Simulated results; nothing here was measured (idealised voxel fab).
Title: Process Module voxel lift off
Section cut is 280 nm wide and gridded with 5 nm square cells.
A cross-section in this document is a grid of square cells, and it is written down as bands, the top band listed before the ones below it; a band is made up of one or more rows of cells.
Basically the band line says how high the top is and how high the bottom is, in nm, and then what's in it from left to right, every material with its width in nm. Empty space shows up as "air", and if a single material carries "everywhere" it runs the full band edge to edge.
Heads up on the height convention: 0 is the point under which the incoming wafer is all one material, and the lowest band has no bottom, it just keeps going down, like "0 nm and below".
Quick explanation for "30->40": the width changes in equal steps down the rows of cells, from the first number in the band's top row to the second number in its bottom row.
You'll sometimes find "no alterations made" written for a step, and that's the way of saying that nowhere in the cross-section did a cell change during that step.
What "Sealed void inventory" gives you is every empty space of 8 cells or more that is cut off from the top. Each appears as width x height at distance, with the distance taken from the left edge and width, height and distance all in nm.
Where a step's line continues beyond its settings, the continuation is a remark by the simulator itself on that step.
The setting "overlay nm" may be written on the line of a step. When the step uses a mask, the value reports how far to the right of the planned place the mask lay, and a negative value reports that it lay to the left.
Below is the list of planned process steps:
1. RECEIVE | material Si
2. CONFORMAL_DEP | material SiO2 | thk nm 10
3. PATTERN | tone open | mask id LINES | material resist | width nm 25 | pitch nm 40 | thk nm 20 | overlay nm 0
4. DIRECTIONAL_DEP | material Ru | thk nm 5
5. STRIP | etch materials resist
6. CONFORMAL_DEP | material SiCN | thk nm 5
Cross-section of the wafer at receipt, which is the condition after step 1:
    0 nm and below = Si everywhere
    Sealed void inventory: none
Starting wafer: above. Plan: above. Run: one mistake. Cross-section after the module: below:
    15 nm to 10 nm = SiCN everywhere
    10 nm to 0 nm = SiO2 everywhere
    0 nm and below = Si everywhere
    Sealed void inventory: none
The plan and the run diverged here: heads up, step 4 of the plan was skipped and never actually ran
